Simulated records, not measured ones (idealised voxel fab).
A process module follows: voxel transistor to metal.
The cross-section on display is named cut; it measures 150 nm wide, and its cells are 5 nm squares.
A cross-section is a grid of square cells, given in bands from the top down. A band is one or more rows of cells.
First you get the band's top height and its bottom height, in nm, and then the materials it's made of, left to right, with each width in nm. If you see a single material with "everywhere", that one covers the band edge to edge. "air" is empty space.
Height datum 0, below which the as-received substrate wafer is one material. Lowest band open at the bottom, running downward: "z 0 and below".
Read "30..40" as a graded width: first number on top, second number at the bottom, same change between each pair of neighbouring rows.
"changes: none" means the step left every cell of the cross-section as it was.
"Enclosed void list": empty spaces of 8 cells or more with no open way to the top, each given as width x height at distance, distance from the left edge, all in nm.
Whatever follows a step's settings on its line is a remark the simulator itself makes about that step.
On any step carrying a mask, the "overlay nm" setting, if present on the step's line, tells how far right of its planned place the mask lay; negative values point to the left.

**Process steps - plan**
step 1: RECEIVE [material Si]
step 2: OXIDIZE [depth nm 5]
step 3: CONFORMAL_DEP [material SiN] [thk nm 15]
step 4: DIRECTIONAL_DEP [material aC] [thk nm 10]
step 5: PATTERN [tone cover] [mask id ACTIVE] [material resist] [width nm 105] [thk nm 25] [overlay nm 0]
step 6: DIRECTIONAL_ETCH [etch materials aC] [depth nm 10]
step 7: STRIP [etch materials resist]
step 8: DIRECTIONAL_ETCH [etch materials SiN] [depth nm 15]
step 9: DIRECTIONAL_ETCH [etch materials SiO2] [depth nm 5]
step 10: DIRECTIONAL_ETCH [etch materials Si] [depth nm 30]
step 11: STRIP [etch materials aC]
step 12: FILL_DEP [material SiO2] [thk nm 10]
step 13: CMP [height nm 15]
step 14: SELECTIVE_ETCH [etch materials SiO2] [depth nm 15]
step 15: STRIP [etch materials SiN]
step 16: SELECTIVE_ETCH [etch materials SiO2] [depth nm 5]
step 17: OXIDIZE [depth nm 5]
step 18: DIRECTIONAL_DEP [material polySi] [thk nm 30]
step 19: DIRECTIONAL_DEP [material SiCN] [thk nm 15]
step 20: DIRECTIONAL_DEP [material aC] [thk nm 10]
step 21: PATTERN [tone cover] [mask id GATE] [material resist] [width nm 25] [thk nm 25] [overlay nm 0]
step 22: DIRECTIONAL_ETCH [etch materials aC] [depth nm 10]
step 23: STRIP [etch materials resist]
step 24: DIRECTIONAL_ETCH [etch materials SiCN] [depth nm 25]
step 25: DIRECTIONAL_ETCH [etch materials polySi] [depth nm 40]
step 26: STRIP [etch materials aC]
step 27: CONFORMAL_DEP [material SiN] [thk nm 10]
step 28: DIRECTIONAL_ETCH [etch materials SiN] [depth nm 10]
step 29: DIRECTIONAL_ETCH [etch materials SiO2] [depth nm 5]
step 30: DIRECTIONAL_ETCH [etch materials Si] [depth nm 10]
step 31: EPI [material pSi] [thk nm 10]
step 32: FILL_DEP [material SiO2] [thk nm 5]
step 33: CMP [height nm 25]
step 34: STRIP [etch materials polySi]
step 35: SELECTIVE_ETCH [etch materials SiO2] [depth nm 5]
step 36: CONFORMAL_DEP [material HfO2] [thk nm 5]
step 37: CONFORMAL_DEP [material TiN] [thk nm 5]
step 38: FILL_DEP [material W] [thk nm 5]
step 39: CMP [height nm 20]
step 40: DIRECTIONAL_DEP [material SiO2] [thk nm 15]
step 41: MASKED_ETCH [tone open] [mask id CONTACT] [width nm 20] [pitch nm 75] [etch materials SiO2] [depth nm 45] [overlay nm 0]
step 42: CONFORMAL_DEP [material TiN] [thk nm 5]
step 43: FILL_DEP [material W] [thk nm 5]
step 44: CMP [height nm 35]
step 45: DIRECTIONAL_DEP [material TiN] [thk nm 5]
step 46: DIRECTIONAL_DEP [material W] [thk nm 20]
step 47: MASKED_ETCH [tone cover] [mask id METAL_1] [width nm 20] [pitch nm 75] [etch materials W] [depth nm 20] [overlay nm 0]
step 48: MASKED_ETCH [tone cover] [mask id METAL_1] [width nm 20] [pitch nm 75] [etch materials TiN] [depth nm 5] [overlay nm 0]
step 49: CONFORMAL_DEP [material SiCN] [thk nm 5]
step 50: FILL_DEP [material SiO2] [thk nm 5]
step 51: CMP [height nm 60]
step 52: CONFORMAL_DEP [material SiCN] [thk nm 5]

**Of two wafers, the first: run according to plan**

**Cross-sectional view of the wafer in its as-received condition, corresponding to the state after step 1**
- z 0 and below  Si everywhere
- Enclosed void list: none

**Sectional view: wafer, after step 2**
- z 0 to -5  SiO2 everywhere
- Below -5, no change.

**Sectional view: wafer, after step 3**
- z 15 to 0  SiN everywhere
- Below 0, no change.

**Sectional view: wafer, after step 4**
- z 25 to 15  aC everywhere
- Below 15, no change.

**Sectional view: wafer, after step 5**
- z 50 to 25  air 20 nm | resist 105 nm | air 25 nm
- Below 25, no change.

**Sectional view: wafer, after step 6**
- z 40 to 25  air 20 nm | resist 105 nm | air 25 nm
- z 25 to 15  air 20 nm | aC 105 nm | air 25 nm
- Below 15, no change.

**Sectional view: wafer, after step 7**
- z 25 to 15  air 20 nm | aC 105 nm | air 25 nm
- Below 15, no change.

**Sectional view: wafer, after step 8**
- z 25 to 15  air 20 nm | aC 105 nm | air 25 nm
- z 15 to 0  air 20 nm | SiN 105 nm | air 25 nm
- Below 0, no change.

**Sectional view: wafer, after step 9**
- z 25 to 15  air 20 nm | aC 105 nm | air 25 nm
- z 15 to 0  air 20 nm | SiN 105 nm | air 25 nm
- z 0 to -5  air 20 nm | SiO2 105 nm | air 25 nm
- Below -5, no change.

**Sectional view: wafer, after step 10**
- z 25 to 15  air 20 nm | aC 105 nm | air 25 nm
- z 15 to 0  air 20 nm | SiN 105 nm | air 25 nm
- z 0 to -5  air 20 nm | SiO2 105 nm | air 25 nm
- z -5 to -35  air 20 nm | Si 105 nm | air 25 nm
- Below -35, no change.

**Sectional view: wafer, after step 11**
- z 15 to 0  air 20 nm | SiN 105 nm | air 25 nm
- Below 0, no change.

**Sectional view: wafer, after step 12**
- z 25 to 15  SiO2 everywhere
- z 15 to 0  SiO2 20 nm | SiN 105 nm | SiO2 25 nm
- z 0 to -5  SiO2 everywhere
- z -5 to -35  SiO2 20 nm | Si 105 nm | SiO2 25 nm
- Below -35, no change.

**Sectional view: wafer, after step 13**
- z 15 to 0  SiO2 20 nm | SiN 105 nm | SiO2 25 nm
- Below 0, no change.

**Sectional view: wafer, after step 14**
- z 15 to 0  air 20 nm | SiN 105 nm | air 25 nm
- Below 0, no change.

**Sectional view: wafer, after step 15**
- z 0 to -5  SiO2 everywhere
- Below -5, no change.

**Sectional view: wafer, after step 16**
- z -5 to -35  SiO2 20 nm | Si 105 nm | SiO2 25 nm
- Below -35, no change.

**Sectional view: wafer, after step 17**
- z -5 to -10  SiO2 everywhere
- Below -10, no change.

**Sectional view: wafer, after step 18**
- z 25 to -5  polySi everywhere
- Below -5, no change.

**Sectional view: wafer, after step 19**
- z 40 to 25  SiCN everywhere
- Below 25, no change.

**Sectional view: wafer, after step 20**
- z 50 to 40  aC everywhere
- Below 40, no change.

**Sectional view: wafer, after step 21**
- z 75 to 50  air 60 nm | resist 25 nm | air 65 nm
- Below 50, no change.

**Sectional view: wafer, after step 22**
- z 65 to 50  air 60 nm | resist 25 nm | air 65 nm
- z 50 to 40  air 60 nm | aC 25 nm | air 65 nm
- Below 40, no change.

**Sectional view: wafer, after step 23**
- z 50 to 40  air 60 nm | aC 25 nm | air 65 nm
- Below 40, no change.

**Sectional view: wafer, after step 24**
- z 50 to 40  air 60 nm | aC 25 nm | air 65 nm
- z 40 to 25  air 60 nm | SiCN 25 nm | air 65 nm
- Below 25, no change.

**Sectional view: wafer, after step 25**
- z 50 to 40  air 60 nm | aC 25 nm | air 65 nm
- z 40 to 25  air 60 nm | SiCN 25 nm | air 65 nm
- z 25 to -5  air 60 nm | polySi 25 nm | air 65 nm
- Below -5, no change.

**Sectional view: wafer, after step 26**
- z 40 to 25  air 60 nm | SiCN 25 nm | air 65 nm
- Below 25, no change.

**Sectional view: wafer, after step 27**
- z 50 to 40  air 50 nm | SiN 45 nm | air 55 nm
- z 40 to 25  air 50 nm | SiN 10 nm | SiCN 25 nm | SiN 10 nm | air 55 nm
- z 25 to 5  air 50 nm | SiN 10 nm | polySi 25 nm | SiN 10 nm | air 55 nm
- z 5 to -5  SiN 60 nm | polySi 25 nm | SiN 65 nm
- Below -5, no change.

**Sectional view: wafer, after step 28**
- z 40 to 25  air 50 nm | SiN 10 nm | SiCN 25 nm | SiN 10 nm | air 55 nm
- z 25 to -5  air 50 nm | SiN 10 nm | polySi 25 nm | SiN 10 nm | air 55 nm
- Below -5, no change.

**Sectional view: wafer, after step 29**
- z 40 to 25  air 50 nm | SiN 10 nm | SiCN 25 nm | SiN 10 nm | air 55 nm
- z 25 to -5  air 50 nm | SiN 10 nm | polySi 25 nm | SiN 10 nm | air 55 nm
- z -5 to -10  air 50 nm | SiO2 45 nm | air 55 nm
- Below -10, no change.

**Sectional view: wafer, after step 30**
- z 40 to 25  air 50 nm | SiN 10 nm | SiCN 25 nm | SiN 10 nm | air 55 nm
- z 25 to -5  air 50 nm | SiN 10 nm | polySi 25 nm | SiN 10 nm | air 55 nm
- z -5 to -10  air 50 nm | SiO2 45 nm | air 55 nm
- z -10 to -20  SiO2 20 nm | air 30 nm | Si 45 nm | air 30 nm | SiO2 25 nm
- Below -20, no change.

**Sectional view: wafer, after step 31**
- z 40 to 25  air 50 nm | SiN 10 nm | SiCN 25 nm | SiN 10 nm | air 55 nm
- z 25 to 0  air 50 nm | SiN 10 nm | polySi 25 nm | SiN 10 nm | air 55 nm
- z 0 to -5  air 40 nm | pSi 10 nm | SiN 10 nm | polySi 25 nm | SiN 10 nm | pSi 10 nm | air 45 nm
- z -5 to -10  air 40 nm | pSi 10 nm | SiO2 45 nm | pSi 10 nm | air 45 nm
- z -10 to -20  SiO2 20 nm | pSi 30 nm | Si 45 nm | pSi 30 nm | SiO2 25 nm
- Below -20, no change.

**Sectional view: wafer, after step 32**
- z 45 to 40  SiO2 everywhere
- z 40 to 25  SiO2 50 nm | SiN 10 nm | SiCN 25 nm | SiN 10 nm | SiO2 55 nm
- z 25 to 0  SiO2 50 nm | SiN 10 nm | polySi 25 nm | SiN 10 nm | SiO2 55 nm
- z 0 to -5  SiO2 40 nm | pSi 10 nm | SiN 10 nm | polySi 25 nm | SiN 10 nm | pSi 10 nm | SiO2 45 nm
- z -5 to -10  SiO2 40 nm | pSi 10 nm | SiO2 45 nm | pSi 10 nm | SiO2 45 nm
- Below -10, no change.

**Sectional view: wafer, after step 33**
- z 25 to 0  SiO2 50 nm | SiN 10 nm | polySi 25 nm | SiN 10 nm | SiO2 55 nm
- Below 0, no change.

**Sectional view: wafer, after step 34**
- z 25 to 0  SiO2 50 nm | SiN 10 nm | air 25 nm | SiN 10 nm | SiO2 55 nm
- z 0 to -5  SiO2 40 nm | pSi 10 nm | SiN 10 nm | air 25 nm | SiN 10 nm | pSi 10 nm | SiO2 45 nm
- Below -5, no change.

**Sectional view: wafer, after step 35**
- z 25 to 20  air 50 nm | SiN 10 nm | air 25 nm | SiN 10 nm | air 55 nm
- z 20 to 0  SiO2 50 nm | SiN 10 nm | air 25 nm | SiN 10 nm | SiO2 55 nm
- z 0 to -5  SiO2 40 nm | pSi 10 nm | SiN 10 nm | air 25 nm | SiN 10 nm | pSi 10 nm | SiO2 45 nm
- z -5 to -10  SiO2 40 nm | pSi 10 nm | SiO2 5 nm | air 35 nm | SiO2 5 nm | pSi 10 nm | SiO2 45 nm
- Below -10, no change.

**Sectional view: wafer, after step 36**
- z 30 to 25  air 45 nm | HfO2 20 nm | air 15 nm | HfO2 20 nm | air 50 nm
- z 25 to 20  HfO2 50 nm | SiN 10 nm | HfO2 5 nm | air 15 nm | HfO2 5 nm | SiN 10 nm | HfO2 55 nm
- z 20 to 0  SiO2 50 nm | SiN 10 nm | HfO2 5 nm | air 15 nm | HfO2 5 nm | SiN 10 nm | SiO2 55 nm
- z 0 to -5  SiO2 40 nm | pSi 10 nm | SiN 10 nm | HfO2 5 nm | air 15 nm | HfO2 5 nm | SiN 10 nm | pSi 10 nm | SiO2 45 nm
- z -5 to -10  SiO2 40 nm | pSi 10 nm | SiO2 5 nm | HfO2 35 nm | SiO2 5 nm | pSi 10 nm | SiO2 45 nm
- Below -10, no change.

**Sectional view: wafer, after step 37**
- z 35 to 30  air 40 nm | TiN 30 nm | air 5 nm | TiN 30 nm | air 45 nm
- z 30 to 25  TiN 45 nm | HfO2 20 nm | TiN 5 nm | air 5 nm | TiN 5 nm | HfO2 20 nm | TiN 50 nm
- z 25 to 20  HfO2 50 nm | SiN 10 nm | HfO2 5 nm | TiN 5 nm | air 5 nm | TiN 5 nm | HfO2 5 nm | SiN 10 nm | HfO2 55 nm
- z 20 to 0  SiO2 50 nm | SiN 10 nm | HfO2 5 nm | TiN 5 nm | air 5 nm | TiN 5 nm | HfO2 5 nm | SiN 10 nm | SiO2 55 nm
- z 0 to -5  SiO2 40 nm | pSi 10 nm | SiN 10 nm | HfO2 5 nm | TiN 15 nm | HfO2 5 nm | SiN 10 nm | pSi 10 nm | SiO2 45 nm
- Below -5, no change.

**Sectional view: wafer, after step 38**
- z 40 to 35  W everywhere
- z 35 to 30  W 40 nm | TiN 30 nm | W 5 nm | TiN 30 nm | W 45 nm
- z 30 to 25  TiN 45 nm | HfO2 20 nm | TiN 5 nm | W 5 nm | TiN 5 nm | HfO2 20 nm | TiN 50 nm
- z 25 to 20  HfO2 50 nm | SiN 10 nm | HfO2 5 nm | TiN 5 nm | W 5 nm | TiN 5 nm | HfO2 5 nm | SiN 10 nm | HfO2 55 nm
- z 20 to 0  SiO2 50 nm | SiN 10 nm | HfO2 5 nm | TiN 5 nm | W 5 nm | TiN 5 nm | HfO2 5 nm | SiN 10 nm | SiO2 55 nm
- Below 0, no change.

**Sectional view: wafer, after step 39**
- z 20 to 0  SiO2 50 nm | SiN 10 nm | HfO2 5 nm | TiN 5 nm | W 5 nm | TiN 5 nm | HfO2 5 nm | SiN 10 nm | SiO2 55 nm
- Below 0, no change.

**Sectional view: wafer, after step 40**
- z 35 to 20  SiO2 everywhere
- Below 20, no change.

**Sectional view: wafer, after step 41**
- z 35 to 20  SiO2 25 nm | air 20 nm | SiO2 55 nm | air 20 nm | SiO2 30 nm
- z 20 to 0  SiO2 25 nm | air 20 nm | SiO2 5 nm | SiN 10 nm | HfO2 5 nm | TiN 5 nm | W 5 nm | TiN 5 nm | HfO2 5 nm | SiN 10 nm | SiO2 5 nm | air 20 nm | SiO2 30 nm
- z 0 to -5  SiO2 25 nm | air 15 nm | pSi 10 nm | SiN 10 nm | HfO2 5 nm | TiN 15 nm | HfO2 5 nm | SiN 10 nm | pSi 10 nm | air 15 nm | SiO2 30 nm
- z -5 to -10  SiO2 25 nm | air 15 nm | pSi 10 nm | SiO2 5 nm | HfO2 35 nm | SiO2 5 nm | pSi 10 nm | air 15 nm | SiO2 30 nm
- Below -10, no change.

**Sectional view: wafer, after step 42**
- z 40 to 35  TiN 30 nm | air 10 nm | TiN 65 nm | air 10 nm | TiN 35 nm
- z 35 to 20  SiO2 25 nm | TiN 5 nm | air 10 nm | TiN 5 nm | SiO2 55 nm | TiN 5 nm | air 10 nm | TiN 5 nm | SiO2 30 nm
- z 20 to 5  SiO2 25 nm | TiN 5 nm | air 10 nm | TiN 5 nm | SiO2 5 nm | SiN 10 nm | HfO2 5 nm | TiN 5 nm | W 5 nm | TiN 5 nm | HfO2 5 nm | SiN 10 nm | SiO2 5 nm | TiN 5 nm | air 10 nm | TiN 5 nm | SiO2 30 nm
- z 5 to 0  SiO2 25 nm | TiN 5 nm | air 5 nm | TiN 10 nm | SiO2 5 nm | SiN 10 nm | HfO2 5 nm | TiN 5 nm | W 5 nm | TiN 5 nm | HfO2 5 nm | SiN 10 nm | SiO2 5 nm | TiN 10 nm | air 5 nm | TiN 5 nm | SiO2 30 nm
- z 0 to -5  SiO2 25 nm | TiN 5 nm | air 5 nm | TiN 5 nm | pSi 10 nm | SiN 10 nm | HfO2 5 nm | TiN 15 nm | HfO2 5 nm | SiN 10 nm | pSi 10 nm | TiN 5 nm | air 5 nm | TiN 5 nm | SiO2 30 nm
- z -5 to -10  SiO2 25 nm | TiN 15 nm | pSi 10 nm | SiO2 5 nm | HfO2 35 nm | SiO2 5 nm | pSi 10 nm | TiN 15 nm | SiO2 30 nm
- Below -10, no change.

**Sectional view: wafer, after step 43**
- z 45 to 40  W everywhere
- z 40 to 35  TiN 30 nm | W 10 nm | TiN 65 nm | W 10 nm | TiN 35 nm
- z 35 to 20  SiO2 25 nm | TiN 5 nm | W 10 nm | TiN 5 nm | SiO2 55 nm | TiN 5 nm | W 10 nm | TiN 5 nm | SiO2 30 nm
- z 20 to 5  SiO2 25 nm | TiN 5 nm | W 10 nm | TiN 5 nm | SiO2 5 nm | SiN 10 nm | HfO2 5 nm | TiN 5 nm | W 5 nm | TiN 5 nm | HfO2 5 nm | SiN 10 nm | SiO2 5 nm | TiN 5 nm | W 10 nm | TiN 5 nm | SiO2 30 nm
- z 5 to 0  SiO2 25 nm | TiN 5 nm | W 5 nm | TiN 10 nm | SiO2 5 nm | SiN 10 nm | HfO2 5 nm | TiN 5 nm | W 5 nm | TiN 5 nm | HfO2 5 nm | SiN 10 nm | SiO2 5 nm | TiN 10 nm | W 5 nm | TiN 5 nm | SiO2 30 nm
- z 0 to -5  SiO2 25 nm | TiN 5 nm | W 5 nm | TiN 5 nm | pSi 10 nm | SiN 10 nm | HfO2 5 nm | TiN 15 nm | HfO2 5 nm | SiN 10 nm | pSi 10 nm | TiN 5 nm | W 5 nm | TiN 5 nm | SiO2 30 nm
- Below -5, no change.

**Sectional view: wafer, after step 44**
- z 35 to 20  SiO2 25 nm | TiN 5 nm | W 10 nm | TiN 5 nm | SiO2 55 nm | TiN 5 nm | W 10 nm | TiN 5 nm | SiO2 30 nm
- Below 20, no change.

**Sectional view: wafer, after step 45**
- z 40 to 35  TiN everywhere
- Below 35, no change.

**Sectional view: wafer, after step 46**
- z 60 to 40  W everywhere
- Below 40, no change.

**Sectional view: wafer, after step 47**
- z 60 to 40  air 25 nm | W 20 nm | air 55 nm | W 20 nm | air 30 nm
- Below 40, no change.

**Sectional view: wafer, after step 48**
- z 60 to 40  air 25 nm | W 20 nm | air 55 nm | W 20 nm | air 30 nm
- z 40 to 35  air 25 nm | TiN 20 nm | air 55 nm | TiN 20 nm | air 30 nm
- Below 35, no change.

**Sectional view: wafer, after step 49**
- z 65 to 60  air 20 nm | SiCN 30 nm | air 45 nm | SiCN 30 nm | air 25 nm
- z 60 to 40  air 20 nm | SiCN 5 nm | W 20 nm | SiCN 5 nm | air 45 nm | SiCN 5 nm | W 20 nm | SiCN 5 nm | air 25 nm
- z 40 to 35  SiCN 25 nm | TiN 20 nm | SiCN 55 nm | TiN 20 nm | SiCN 30 nm
- Below 35, no change.

**Sectional view: wafer, after step 50**
- z 70 to 65  SiO2 everywhere
- z 65 to 60  SiO2 20 nm | SiCN 30 nm | SiO2 45 nm | SiCN 30 nm | SiO2 25 nm
- z 60 to 40  SiO2 20 nm | SiCN 5 nm | W 20 nm | SiCN 5 nm | SiO2 45 nm | SiCN 5 nm | W 20 nm | SiCN 5 nm | SiO2 25 nm
- Below 40, no change.

**Sectional view: wafer, after step 51**
- z 60 to 40  SiO2 20 nm | SiCN 5 nm | W 20 nm | SiCN 5 nm | SiO2 45 nm | SiCN 5 nm | W 20 nm | SiCN 5 nm | SiO2 25 nm
- Below 40, no change.

**Sectional view: wafer, after step 52**
- z 65 to 60  SiCN everywhere
- Below 60, no change.

**Okay, second wafer. Nothing different at the start, nothing different in the plan, just one mistake somewhere in the running. As far as step 46, counting that step, it's the first wafer all over again**

**X-section, second wafer, when step 47 was due to finish**
- z 60 to 40  W 25 nm | air 20 nm | W 55 nm | air 20 nm | W 30 nm
- Below 40, no change.

X-section, second wafer, when step 48 was due to finish: changes: none

**X-section, second wafer, when step 49 was due to finish**
- z 65 to 60  SiCN 30 nm | air 10 nm | SiCN 65 nm | air 10 nm | SiCN 35 nm
- z 60 to 45  W 25 nm | SiCN 5 nm | air 10 nm | SiCN 5 nm | W 55 nm | SiCN 5 nm | air 10 nm | SiCN 5 nm | W 30 nm
- z 45 to 40  W 25 nm | SiCN 20 nm | W 55 nm | SiCN 20 nm | W 30 nm
- Below 40, no change.

**X-section, second wafer, when step 50 was due to finish**
- z 70 to 65  SiO2 everywhere
- z 65 to 60  SiCN 30 nm | SiO2 10 nm | SiCN 65 nm | SiO2 10 nm | SiCN 35 nm
- z 60 to 45  W 25 nm | SiCN 5 nm | SiO2 10 nm | SiCN 5 nm | W 55 nm | SiCN 5 nm | SiO2 10 nm | SiCN 5 nm | W 30 nm
- Below 45, no change.

**X-section, second wafer, when step 51 was due to finish**
- z 60 to 45  W 25 nm | SiCN 5 nm | SiO2 10 nm | SiCN 5 nm | W 55 nm | SiCN 5 nm | SiO2 10 nm | SiCN 5 nm | W 30 nm
- Below 45, no change.

**X-section, second wafer, when step 52 was due to finish**
- z 65 to 60  SiCN everywhere
- Below 60, no change.
Against the plan, the run slipped here: heads up, step 47 didn't go per plan, it actually ran as MASKED_ETCH [tone open] [mask id METAL_1] [width nm 20] [pitch nm 75] [etch materials W] [depth nm 20] [overlay nm 0]
FYI, end of process, the second wafer has more or fewer cells of some materials than the first: -18 SiCN | -60 SiO2 | +22 TiN | +56 W
